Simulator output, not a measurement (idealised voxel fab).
process module | voxel gate over fins
cross-section cut | 250 nm wide | cells 5 nm
A cross-section is a grid of square cells, given in bands from the top down. A band is one or more rows of cells.
Each band's line starts with the height of the band's top and of its bottom, in nm. Then come its materials from left to right, each with its width in nm. One material with "throughout" fills the band from edge to edge. "air" is empty space.
Height 0 is the level under which the wafer as received is all one material. The lowest band goes on downwards, as in "0 down".
A width such as "30 to 40" changes by the same amount from each row of cells to the next, from the band's top row to its bottom row.
"no change" after a step means that no cell of the cross-section changed.
closed voids: empty space of 8 cells or more with no open way to the top, each as width x height at its distance from the left edge, in nm
after a step's settings: what the simulator itself notes on the step
overlay nm, on a step with a mask: how far to the right of its planned place the mask lay; to the left if negative
plan
1 op RECEIVE | material Si
2 op CONFORMAL_DEP | material SiN | thk nm 10
3 op PATTERN | tone cover | mask id FINS | material resist | width nm 15 | pitch nm 60 | thk nm 20 | overlay nm 0
4 op DIRECTIONAL_ETCH | etch materials SiN | depth nm 10
5 op DIRECTIONAL_ETCH | etch materials Si | depth nm 40
6 op STRIP | etch materials resist
7 op OXIDIZE | depth nm 5
8 op FILL_DEP | material SiO2 | thk nm 5
9 op CMP | height nm 10
10 op MASKED_ETCH | tone open | mask id RAIL | width nm 15 | etch materials SiO2 | depth nm 45 | overlay nm 0
11 op CONFORMAL_DEP | material TiN | thk nm 5
12 op FILL_DEP | material Ru | thk nm 10
13 op CMP | height nm 10
14 op SELECTIVE_ETCH | etch materials W Ru TiN | depth nm 25
15 op FILL_DEP | material SiO2 | thk nm 5
16 op CMP | height nm 10
17 op SELECTIVE_ETCH | etch materials SiO2 | depth nm 20
18 op STRIP | etch materials SiN
19 op CONFORMAL_DEP | material HfO2 | thk nm 5
20 op CONFORMAL_DEP | material TiN | thk nm 5
21 op CONFORMAL_DEP | material TiAl | thk nm 5
22 op CONFORMAL_DEP | material TiN | thk nm 5
23 op FILL_DEP | material W | thk nm 10
24 op CMP | height nm 25
25 op CONFORMAL_DEP | material SiCN | thk nm 10
as received, after step 1
  0 down: Si throughout
  closed voids: none
first wafer at the end, as planned
  35 to 25: SiCN throughout
  25 to 20: W throughout
  20 to 15: W 10 | TiN 45 | W 15 | TiN 45 | W 15 | TiN 45 | W 15 | TiN 45 | W 15
  15 to 10: W 10 | TiN 5 | TiAl 35 | TiN 5 | W 15 | TiN 5 | TiAl 35 | TiN 5 | W 15 | TiN 5 | TiAl 35 | TiN 5 | W 15 | TiN 5 | TiAl 35 | TiN 5 | W 15
  10 to 5: TiN 15 | TiAl 5 | TiN 25 | TiAl 5 | TiN 25 | TiAl 5 | TiN 25 | TiAl 5 | TiN 25 | TiAl 5 | TiN 25 | TiAl 5 | TiN 25 | TiAl 5 | TiN 25 | TiAl 5 | TiN 20
  5 to 0: TiAl 20 | TiN 5 | HfO2 15 | TiN 5 | TiAl 35 | TiN 5 | HfO2 15 | TiN 5 | TiAl 35 | TiN 5 | HfO2 15 | TiN 5 | TiAl 35 | TiN 5 | HfO2 15 | TiN 5 | TiAl 25
  0 to -5: TiN 25 | HfO2 5 | Si 5 | HfO2 5 | TiN 45 | HfO2 5 | Si 5 | HfO2 5 | TiN 45 | HfO2 5 | Si 5 | HfO2 5 | TiN 45 | HfO2 5 | Si 5 | HfO2 5 | TiN 30
  -5 to -10: HfO2 30 | Si 5 | HfO2 55 | Si 5 | HfO2 55 | Si 5 | HfO2 55 | Si 5 | HfO2 35
  -10 to -15: SiO2 30 | Si 5 | SiO2 55 | Si 5 | SiO2 55 | Si 5 | SiO2 55 | Si 5 | SiO2 35
  -15 to -30: SiO2 30 | Si 5 | SiO2 20 | TiN 5 | Ru 5 | TiN 5 | SiO2 20 | Si 5 | SiO2 55 | Si 5 | SiO2 55 | Si 5 | SiO2 35
  -30 to -35: SiO2 30 | Si 5 | SiO2 20 | TiN 15 | SiO2 20 | Si 5 | SiO2 55 | Si 5 | SiO2 55 | Si 5 | SiO2 35
  -35 to -45: SiO2 30 | Si 5 | SiO2 55 | Si 5 | SiO2 55 | Si 5 | SiO2 55 | Si 5 | SiO2 35
  -45 down: Si throughout
  closed voids: none
second wafer at the end: like start, like plan, one mistake
  35 to 25: SiCN throughout
  25 to 15: W throughout
  15 to 10: W 15 | TiN 35 | W 25 | TiN 35 | W 25 | TiN 35 | W 25 | TiN 35 | W 20
  10 to 5: W 15 | TiN 5 | TiAl 25 | TiN 5 | W 25 | TiN 5 | TiAl 25 | TiN 5 | W 25 | TiN 5 | TiAl 25 | TiN 5 | W 25 | TiN 5 | TiAl 25 | TiN 5 | W 20
  5 to 0: TiN 20 | TiAl 5 | TiN 15 | TiAl 5 | TiN 35 | TiAl 5 | TiN 15 | TiAl 5 | TiN 35 | TiAl 5 | TiN 15 | TiAl 5 | TiN 35 | TiAl 5 | TiN 15 | TiAl 5 | TiN 25
  0 to -5: TiAl 25 | TiN 5 | Si 5 | TiN 5 | TiAl 45 | TiN 5 | Si 5 | TiN 5 | TiAl 45 | TiN 5 | Si 5 | TiN 5 | TiAl 45 | TiN 5 | Si 5 | TiN 5 | TiAl 30
  -5 to -10: TiN 30 | Si 5 | TiN 55 | Si 5 | TiN 55 | Si 5 | TiN 55 | Si 5 | TiN 35
  -10 to -15: SiO2 30 | Si 5 | SiO2 55 | Si 5 | SiO2 55 | Si 5 | SiO2 55 | Si 5 | SiO2 35
  -15 to -30: SiO2 30 | Si 5 | SiO2 20 | TiN 5 | Ru 5 | TiN 5 | SiO2 20 | Si 5 | SiO2 55 | Si 5 | SiO2 55 | Si 5 | SiO2 35
  -30 to -35: SiO2 30 | Si 5 | SiO2 20 | TiN 15 | SiO2 20 | Si 5 | SiO2 55 | Si 5 | SiO2 55 | Si 5 | SiO2 35
  -35 to -45: SiO2 30 | Si 5 | SiO2 55 | Si 5 | SiO2 55 | Si 5 | SiO2 55 | Si 5 | SiO2 35
  -45 down: Si throughout
  closed voids: none
what went wrong: step 19 was left out
at the end the second wafer has, in cells: 66 fewer of HfO2 | 66 more of W
